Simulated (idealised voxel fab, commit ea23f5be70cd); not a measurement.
process module | voxel released beams
225 nm wide, 5 nm square cells: that's cross-section cut.
A cross-section is written here as square cells arranged in a grid, and it is given in bands from the top down, each band taking up one or more rows of cells. Basically the band line says how high the top is and how high the bottom is, in nm, and then what's in it from left to right, every material with its width in nm. Empty space shows up as "blank", and if a single material carries "edge to edge" it runs the full band edge to edge. Heights are expressed relative to 0, this being the level below which the as-received wafer comprises one material exclusively. The lowest band is unbounded in the downward direction and is denoted as in "0 -> down". When a width is written as two numbers, as in "30 to 40", the first number is the width in the top row of cells of the band and the second is the width in its bottom row, and the width changes by the same amount from each row to the next. Key: "remained unchanged" - step with no changed cell in the cross-section. Entry "Internal closed voids". Content: empty spaces with no open connection to the top, size 8 cells or greater. Each: width x height at distance. Distance: from left edge. Unit: nm. On each step's line, the part that comes after the settings is the simulator's own comment on the step. If you see "overlay nm" on a step's line and that step has a mask, it's telling you how far right of where it was planned the mask ended up; a negative number means it went left instead.

**Here's what the planned process steps look like**
1. RECEIVE (material Si)
2. CONFORMAL_DEP (material Al2O3; thk nm 10)
3. DIRECTIONAL_DEP (material SiO2; thk nm 20)
4. DIRECTIONAL_DEP (material aC; thk nm 15)
5. PATTERN (tone open; mask id ANCHOR; material resist; width nm 45; thk nm 35; overlay nm 0)
6. DIRECTIONAL_ETCH (etch materials aC; depth nm 15)
7. STRIP (etch materials resist)
8. DIRECTIONAL_ETCH (etch materials SiO2; depth nm 20)
9. STRIP (etch materials aC)
10. CONFORMAL_DEP (material polySi; thk nm 15)
11. PATTERN (tone cover; mask id BEAM; material resist; width nm 120; thk nm 20; overlay nm 0)
12. DIRECTIONAL_ETCH (etch materials polySi; depth nm 15)
13. STRIP (etch materials resist)
14. STRIP (etch materials SiO2)

**First wafer, two in total, run as planned**

**Cross-section of the wafer at receipt, which is the condition after step 1**
	0 -> down: Si edge to edge
	Internal closed voids: none

**After step 2, in cross-section**
	10 -> 0: Al2O3 edge to edge
	No changes below 0.

**After step 3, in cross-section**
	30 -> 10: SiO2 edge to edge
	No changes below 10.

**After step 4, in cross-section**
	45 -> 30: aC edge to edge
	No changes below 30.

**After step 5, in cross-section**
	80 -> 45: resist 55 nm; blank 45 nm; resist 125 nm
	No changes below 45.

**After step 6, in cross-section**
	65 -> 45: resist 55 nm; blank 45 nm; resist 125 nm
	45 -> 30: aC 55 nm; blank 45 nm; aC 125 nm
	No changes below 30.

**After step 7, in cross-section**
	45 -> 30: aC 55 nm; blank 45 nm; aC 125 nm
	No changes below 30.

**After step 8, in cross-section**
	45 -> 30: aC 55 nm; blank 45 nm; aC 125 nm
	30 -> 10: SiO2 55 nm; blank 45 nm; SiO2 125 nm
	No changes below 10.

**After step 9, in cross-section**
	30 -> 10: SiO2 55 nm; blank 45 nm; SiO2 125 nm
	No changes below 10.

**After step 10, in cross-section**
	45 -> 30: polySi 70 nm; blank 15 nm; polySi 140 nm
	30 -> 25: SiO2 55 nm; polySi 15 nm; blank 15 nm; polySi 15 nm; SiO2 125 nm
	25 -> 10: SiO2 55 nm; polySi 45 nm; SiO2 125 nm
	No changes below 10.

**After step 11, in cross-section**
	65 -> 45: blank 50 nm; resist 120 nm; blank 55 nm
	45 -> 30: polySi 70 nm; resist 15 nm; polySi 140 nm
	30 -> 25: SiO2 55 nm; polySi 15 nm; resist 15 nm; polySi 15 nm; SiO2 125 nm
	No changes below 25.

**After step 12, in cross-section**
	65 -> 45: blank 50 nm; resist 120 nm; blank 55 nm
	45 -> 30: blank 50 nm; polySi 20 nm; resist 15 nm; polySi 85 nm; blank 55 nm
	No changes below 30.

**After step 13, in cross-section**
	45 -> 30: blank 50 nm; polySi 20 nm; blank 15 nm; polySi 85 nm; blank 55 nm
	30 -> 25: SiO2 55 nm; polySi 15 nm; blank 15 nm; polySi 15 nm; SiO2 125 nm
	No changes below 25.

**After step 14, in cross-section**
	45 -> 30: blank 50 nm; polySi 20 nm; blank 15 nm; polySi 85 nm; blank 55 nm
	30 -> 25: blank 55 nm; polySi 15 nm; blank 15 nm; polySi 15 nm; blank 125 nm
	25 -> 10: blank 55 nm; polySi 45 nm; blank 125 nm
	No changes below 10.

**Second wafer: same start and same plan as the first, one execution error; identical to the first through step 2**

**Second wafer, sectioned view, at step 3's planned end time**
	20 -> 10: SiO2 edge to edge
	No changes below 10.

**Second wafer, sectioned view, at step 4's planned end time**
	35 -> 20: aC edge to edge
	No changes below 20.

**Second wafer, sectioned view, at step 5's planned end time**
	70 -> 35: resist 55 nm; blank 45 nm; resist 125 nm
	No changes below 35.

**Second wafer, sectioned view, at step 6's planned end time**
	55 -> 35: resist 55 nm; blank 45 nm; resist 125 nm
	35 -> 20: aC 55 nm; blank 45 nm; aC 125 nm
	No changes below 20.

**Second wafer, sectioned view, at step 7's planned end time**
	35 -> 20: aC 55 nm; blank 45 nm; aC 125 nm
	No changes below 20.

**Second wafer, sectioned view, at step 8's planned end time**
	35 -> 20: aC 55 nm; blank 45 nm; aC 125 nm
	20 -> 10: SiO2 55 nm; blank 45 nm; SiO2 125 nm
	No changes below 10.

**Second wafer, sectioned view, at step 9's planned end time**
	20 -> 10: SiO2 55 nm; blank 45 nm; SiO2 125 nm
	No changes below 10.

**Second wafer, sectioned view, at step 10's planned end time**
	35 -> 25: polySi 70 nm; blank 15 nm; polySi 140 nm
	25 -> 20: polySi edge to edge
	20 -> 10: SiO2 55 nm; polySi 45 nm; SiO2 125 nm
	No changes below 10.

**Second wafer, sectioned view, at step 11's planned end time**
	55 -> 35: blank 50 nm; resist 120 nm; blank 55 nm
	35 -> 25: polySi 70 nm; resist 15 nm; polySi 140 nm
	No changes below 25.

**Second wafer, sectioned view, at step 12's planned end time**
	55 -> 35: blank 50 nm; resist 120 nm; blank 55 nm
	35 -> 25: blank 50 nm; polySi 20 nm; resist 15 nm; polySi 85 nm; blank 55 nm
	25 -> 20: blank 50 nm; polySi 120 nm; blank 55 nm
	No changes below 20.

**Second wafer, sectioned view, at step 13's planned end time**
	35 -> 25: blank 50 nm; polySi 20 nm; blank 15 nm; polySi 85 nm; blank 55 nm
	No changes below 25.

**Second wafer, sectioned view, at step 14's planned end time**
	35 -> 25: blank 50 nm; polySi 20 nm; blank 15 nm; polySi 85 nm; blank 55 nm
	25 -> 20: blank 50 nm; polySi 120 nm; blank 55 nm
	20 -> 10: blank 55 nm; polySi 45 nm; blank 125 nm
	No changes below 10.
what went wrong: rather than as planned, step 3 actually ran as DIRECTIONAL_DEP (material SiO2; thk nm 10)
Final comparison by cell count, materials where the second wafer has more or fewer than the first: -12 polySi
